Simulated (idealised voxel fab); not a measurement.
process module | voxel trench capacitor
In the cross-section labelled cut, the width is 255 nm and each square cell is 5 nm.
Square cells in a grid make up a cross-section in this document, and the grid is given as bands, listed from the top down, each one or more rows of cells. Band entry format. Leading values: height of top, height of bottom, nm. Remainder: materials in left-to-right order, each with its width in nm. Special words: "everywhere" on a single material, which then fills the band edge to edge; "empty", empty space. Heights from 0 (as-received wafer is one material below). Bottom band endless downward, as "0..down". A two-number width, for instance "30..40", indicates that the width is equal to the first number in the top row of the band and to the second number in the bottom row, and that it changes by a constant amount per row of cells. "same as before" after a step means that no cell of the cross-section changed. "Fully closed voids" specifies each empty space that is not open to the top and that occupies no fewer than 8 cells, using the form width x height at distance, the distance measured from the left edge and all three quantities in nm. On a step's line, text after the settings is the simulator commenting on that step. The line of a step may include "overlay nm". On a step with a mask, this value is how far to the right of its planned place the mask lay. A negative value means the mask lay to the left.
PLANNED STEP LIST FOR THE PROCESS
1,RECEIVE with material Si
2,CONFORMAL_DEP with material SiN, thk nm 10
3,PATTERN with tone open, mask id TRENCH, material resist, width nm 25, pitch nm 50, thk nm 20, overlay nm 0
4,DIRECTIONAL_ETCH with etch materials SiN, depth nm 10
5,DIRECTIONAL_ETCH with etch materials Si, depth nm 30
6,STRIP with etch materials resist
7,CONFORMAL_DEP with material Al2O3, thk nm 5
8,CONFORMAL_DEP with material TiN, thk nm 5
9,FILL_DEP with material W, thk nm 10
10,CMP with height nm 10
THE FIRST OF TWO WAFERS, RUN AS PLANNED
STEP 1 COMPLETE: CROSS-SECTION OF THE WAFER AS RECEIVED
* 0..down | Si everywhere
* Fully closed voids: none
UPON COMPLETION OF STEP 2, THE WAFER APPEARS IN CROSS-SECTION AS SHOWN
* 10..0 | SiN everywhere
* Under 0: no change, same as before.
UPON COMPLETION OF STEP 3, THE WAFER APPEARS IN CROSS-SECTION AS SHOWN
* 30..10 | resist 40 / empty 25 / resist 25 / empty 25 / resist 25 / empty 25 / resist 25 / empty 25 / resist 40
* Under 10: no change, same as before.
UPON COMPLETION OF STEP 4, THE WAFER APPEARS IN CROSS-SECTION AS SHOWN
* 30..10 | resist 40 / empty 25 / resist 25 / empty 25 / resist 25 / empty 25 / resist 25 / empty 25 / resist 40
* 10..0 | SiN 40 / empty 25 / SiN 25 / empty 25 / SiN 25 / empty 25 / SiN 25 / empty 25 / SiN 40
* Under 0: no change, same as before.
UPON COMPLETION OF STEP 5, THE WAFER APPEARS IN CROSS-SECTION AS SHOWN
* 30..10 | resist 40 / empty 25 / resist 25 / empty 25 / resist 25 / empty 25 / resist 25 / empty 25 / resist 40
* 10..0 | SiN 40 / empty 25 / SiN 25 / empty 25 / SiN 25 / empty 25 / SiN 25 / empty 25 / SiN 40
* 0..-30 | Si 40 / empty 25 / Si 25 / empty 25 / Si 25 / empty 25 / Si 25 / empty 25 / Si 40
* Under -30: no change, same as before.
UPON COMPLETION OF STEP 6, THE WAFER APPEARS IN CROSS-SECTION AS SHOWN
* 10..0 | SiN 40 / empty 25 / SiN 25 / empty 25 / SiN 25 / empty 25 / SiN 25 / empty 25 / SiN 40
* Under 0: no change, same as before.
UPON COMPLETION OF STEP 7, THE WAFER APPEARS IN CROSS-SECTION AS SHOWN
* 15..10 | Al2O3 45 / empty 15 / Al2O3 35 / empty 15 / Al2O3 35 / empty 15 / Al2O3 35 / empty 15 / Al2O3 45
* 10..0 | SiN 40 / Al2O3 5 / empty 15 / Al2O3 5 / SiN 25 / Al2O3 5 / empty 15 / Al2O3 5 / SiN 25 / Al2O3 5 / empty 15 / Al2O3 5 / SiN 25 / Al2O3 5 / empty 15 / Al2O3 5 / SiN 40
* 0..-25 | Si 40 / Al2O3 5 / empty 15 / Al2O3 5 / Si 25 / Al2O3 5 / empty 15 / Al2O3 5 / Si 25 / Al2O3 5 / empty 15 / Al2O3 5 / Si 25 / Al2O3 5 / empty 15 / Al2O3 5 / Si 40
* -25..-30 | Si 40 / Al2O3 25 / Si 25 / Al2O3 25 / Si 25 / Al2O3 25 / Si 25 / Al2O3 25 / Si 40
* Under -30: no change, same as before.
UPON COMPLETION OF STEP 8, THE WAFER APPEARS IN CROSS-SECTION AS SHOWN
* 20..15 | TiN 50 / empty 5 / TiN 45 / empty 5 / TiN 45 / empty 5 / TiN 45 / empty 5 / TiN 50
* 15..10 | Al2O3 45 / TiN 5 / empty 5 / TiN 5 / Al2O3 35 / TiN 5 / empty 5 / TiN 5 / Al2O3 35 / TiN 5 / empty 5 / TiN 5 / Al2O3 35 / TiN 5 / empty 5 / TiN 5 / Al2O3 45
* 10..0 | SiN 40 / Al2O3 5 / TiN 5 / empty 5 / TiN 5 / Al2O3 5 / SiN 25 / Al2O3 5 / TiN 5 / empty 5 / TiN 5 / Al2O3 5 / SiN 25 / Al2O3 5 / TiN 5 / empty 5 / TiN 5 / Al2O3 5 / SiN 25 / Al2O3 5 / TiN 5 / empty 5 / TiN 5 / Al2O3 5 / SiN 40
* 0..-20 | Si 40 / Al2O3 5 / TiN 5 / empty 5 / TiN 5 / Al2O3 5 / Si 25 / Al2O3 5 / TiN 5 / empty 5 / TiN 5 / Al2O3 5 / Si 25 / Al2O3 5 / TiN 5 / empty 5 / TiN 5 / Al2O3 5 / Si 25 / Al2O3 5 / TiN 5 / empty 5 / TiN 5 / Al2O3 5 / Si 40
* -20..-25 | Si 40 / Al2O3 5 / TiN 15 / Al2O3 5 / Si 25 / Al2O3 5 / TiN 15 / Al2O3 5 / Si 25 / Al2O3 5 / TiN 15 / Al2O3 5 / Si 25 / Al2O3 5 / TiN 15 / Al2O3 5 / Si 40
* Under -25: no change, same as before.
UPON COMPLETION OF STEP 9, THE WAFER APPEARS IN CROSS-SECTION AS SHOWN
* 30..20 | W everywhere
* 20..15 | TiN 50 / W 5 / TiN 45 / W 5 / TiN 45 / W 5 / TiN 45 / W 5 / TiN 50
* 15..10 | Al2O3 45 / TiN 5 / W 5 / TiN 5 / Al2O3 35 / TiN 5 / W 5 / TiN 5 / Al2O3 35 / TiN 5 / W 5 / TiN 5 / Al2O3 35 / TiN 5 / W 5 / TiN 5 / Al2O3 45
* 10..0 | SiN 40 / Al2O3 5 / TiN 5 / W 5 / TiN 5 / Al2O3 5 / SiN 25 / Al2O3 5 / TiN 5 / W 5 / TiN 5 / Al2O3 5 / SiN 25 / Al2O3 5 / TiN 5 / W 5 / TiN 5 / Al2O3 5 / SiN 25 / Al2O3 5 / TiN 5 / W 5 / TiN 5 / Al2O3 5 / SiN 40
* 0..-20 | Si 40 / Al2O3 5 / TiN 5 / W 5 / TiN 5 / Al2O3 5 / Si 25 / Al2O3 5 / TiN 5 / W 5 / TiN 5 / Al2O3 5 / Si 25 / Al2O3 5 / TiN 5 / W 5 / TiN 5 / Al2O3 5 / Si 25 / Al2O3 5 / TiN 5 / W 5 / TiN 5 / Al2O3 5 / Si 40
* Under -20: no change, same as before.
UPON COMPLETION OF STEP 10, THE WAFER APPEARS IN CROSS-SECTION AS SHOWN
* 10..0 | SiN 40 / Al2O3 5 / TiN 5 / W 5 / TiN 5 / Al2O3 5 / SiN 25 / Al2O3 5 / TiN 5 / W 5 / TiN 5 / Al2O3 5 / SiN 25 / Al2O3 5 / TiN 5 / W 5 / TiN 5 / Al2O3 5 / SiN 25 / Al2O3 5 / TiN 5 / W 5 / TiN 5 / Al2O3 5 / SiN 40
* Under 0: no change, same as before.
THE SECOND WAFER: IDENTICAL TO THE FIRST AT THE OUTSET AND IN ITS PLANNED SEQUENCE, DIFFERING ONLY IN THAT ONE MISTAKE WAS MADE DURING PROCESSING; UP TO AND INCLUDING STEP 4, ITS PATH IS THE FIRST WAFER'S PATH
HERE IS THE SECOND WAFER IN CROSS-SECTION AT THE POINT WHERE STEP 5 OF THE PLAN SHOULD HAVE BEEN DONE
* 30..10 | resist 40 / empty 25 / resist 25 / empty 25 / resist 25 / empty 25 / resist 25 / empty 25 / resist 40
* 10..0 | SiN 40 / empty 25 / SiN 25 / empty 25 / SiN 25 / empty 25 / SiN 25 / empty 25 / SiN 40
* 0..-40 | Si 40 / empty 25 / Si 25 / empty 25 / Si 25 / empty 25 / Si 25 / empty 25 / Si 40
* Under -40: no change, same as before.
HERE IS THE SECOND WAFER IN CROSS-SECTION AT THE POINT WHERE STEP 6 OF THE PLAN SHOULD HAVE BEEN DONE
* 10..0 | SiN 40 / empty 25 / SiN 25 / empty 25 / SiN 25 / empty 25 / SiN 25 / empty 25 / SiN 40
* Under 0: no change, same as before.
HERE IS THE SECOND WAFER IN CROSS-SECTION AT THE POINT WHERE STEP 7 OF THE PLAN SHOULD HAVE BEEN DONE
* 15..10 | Al2O3 45 / empty 15 / Al2O3 35 / empty 15 / Al2O3 35 / empty 15 / Al2O3 35 / empty 15 / Al2O3 45
* 10..0 | SiN 40 / Al2O3 5 / empty 15 / Al2O3 5 / SiN 25 / Al2O3 5 / empty 15 / Al2O3 5 / SiN 25 / Al2O3 5 / empty 15 / Al2O3 5 / SiN 25 / Al2O3 5 / empty 15 / Al2O3 5 / SiN 40
* 0..-35 | Si 40 / Al2O3 5 / empty 15 / Al2O3 5 / Si 25 / Al2O3 5 / empty 15 / Al2O3 5 / Si 25 / Al2O3 5 / empty 15 / Al2O3 5 / Si 25 / Al2O3 5 / empty 15 / Al2O3 5 / Si 40
* -35..-40 | Si 40 / Al2O3 25 / Si 25 / Al2O3 25 / Si 25 / Al2O3 25 / Si 25 / Al2O3 25 / Si 40
* Under -40: no change, same as before.
HERE IS THE SECOND WAFER IN CROSS-SECTION AT THE POINT WHERE STEP 8 OF THE PLAN SHOULD HAVE BEEN DONE
* 20..15 | TiN 50 / empty 5 / TiN 45 / empty 5 / TiN 45 / empty 5 / TiN 45 / empty 5 / TiN 50
* 15..10 | Al2O3 45 / TiN 5 / empty 5 / TiN 5 / Al2O3 35 / TiN 5 / empty 5 / TiN 5 / Al2O3 35 / TiN 5 / empty 5 / TiN 5 / Al2O3 35 / TiN 5 / empty 5 / TiN 5 / Al2O3 45
* 10..0 | SiN 40 / Al2O3 5 / TiN 5 / empty 5 / TiN 5 / Al2O3 5 / SiN 25 / Al2O3 5 / TiN 5 / empty 5 / TiN 5 / Al2O3 5 / SiN 25 / Al2O3 5 / TiN 5 / empty 5 / TiN 5 / Al2O3 5 / SiN 25 / Al2O3 5 / TiN 5 / empty 5 / TiN 5 / Al2O3 5 / SiN 40
* 0..-30 | Si 40 / Al2O3 5 / TiN 5 / empty 5 / TiN 5 / Al2O3 5 / Si 25 / Al2O3 5 / TiN 5 / empty 5 / TiN 5 / Al2O3 5 / Si 25 / Al2O3 5 / TiN 5 / empty 5 / TiN 5 / Al2O3 5 / Si 25 / Al2O3 5 / TiN 5 / empty 5 / TiN 5 / Al2O3 5 / Si 40
* -30..-35 | Si 40 / Al2O3 5 / TiN 15 / Al2O3 5 / Si 25 / Al2O3 5 / TiN 15 / Al2O3 5 / Si 25 / Al2O3 5 / TiN 15 / Al2O3 5 / Si 25 / Al2O3 5 / TiN 15 / Al2O3 5 / Si 40
* Under -35: no change, same as before.
HERE IS THE SECOND WAFER IN CROSS-SECTION AT THE POINT WHERE STEP 9 OF THE PLAN SHOULD HAVE BEEN DONE
* 30..20 | W everywhere
* 20..15 | TiN 50 / W 5 / TiN 45 / W 5 / TiN 45 / W 5 / TiN 45 / W 5 / TiN 50
* 15..10 | Al2O3 45 / TiN 5 / W 5 / TiN 5 / Al2O3 35 / TiN 5 / W 5 / TiN 5 / Al2O3 35 / TiN 5 / W 5 / TiN 5 / Al2O3 35 / TiN 5 / W 5 / TiN 5 / Al2O3 45
* 10..0 | SiN 40 / Al2O3 5 / TiN 5 / W 5 / TiN 5 / Al2O3 5 / SiN 25 / Al2O3 5 / TiN 5 / W 5 / TiN 5 / Al2O3 5 / SiN 25 / Al2O3 5 / TiN 5 / W 5 / TiN 5 / Al2O3 5 / SiN 25 / Al2O3 5 / TiN 5 / W 5 / TiN 5 / Al2O3 5 / SiN 40
* 0..-30 | Si 40 / Al2O3 5 / TiN 5 / W 5 / TiN 5 / Al2O3 5 / Si 25 / Al2O3 5 / TiN 5 / W 5 / TiN 5 / Al2O3 5 / Si 25 / Al2O3 5 / TiN 5 / W 5 / TiN 5 / Al2O3 5 / Si 25 / Al2O3 5 / TiN 5 / W 5 / TiN 5 / Al2O3 5 / Si 40
* Under -30: no change, same as before.
HERE IS THE SECOND WAFER IN CROSS-SECTION AT THE POINT WHERE STEP 10 OF THE PLAN SHOULD HAVE BEEN DONE
* 10..0 | SiN 40 / Al2O3 5 / TiN 5 / W 5 / TiN 5 / Al2O3 5 / SiN 25 / Al2O3 5 / TiN 5 / W 5 / TiN 5 / Al2O3 5 / SiN 25 / Al2O3 5 / TiN 5 / W 5 / TiN 5 / Al2O3 5 / SiN 25 / Al2O3 5 / TiN 5 / W 5 / TiN 5 / Al2O3 5 / SiN 40
* Under 0: no change, same as before.
what went wrong: it should be noted that step 5 was executed with settings other than those planned, the operation and settings actually applied being DIRECTIONAL_ETCH with etch materials Si, depth nm 40
Per the end-of-run cell counts, the second wafer holds more or fewer of some materials than the first: Al2O3 +16 | Si -40 | TiN +16 | W +8
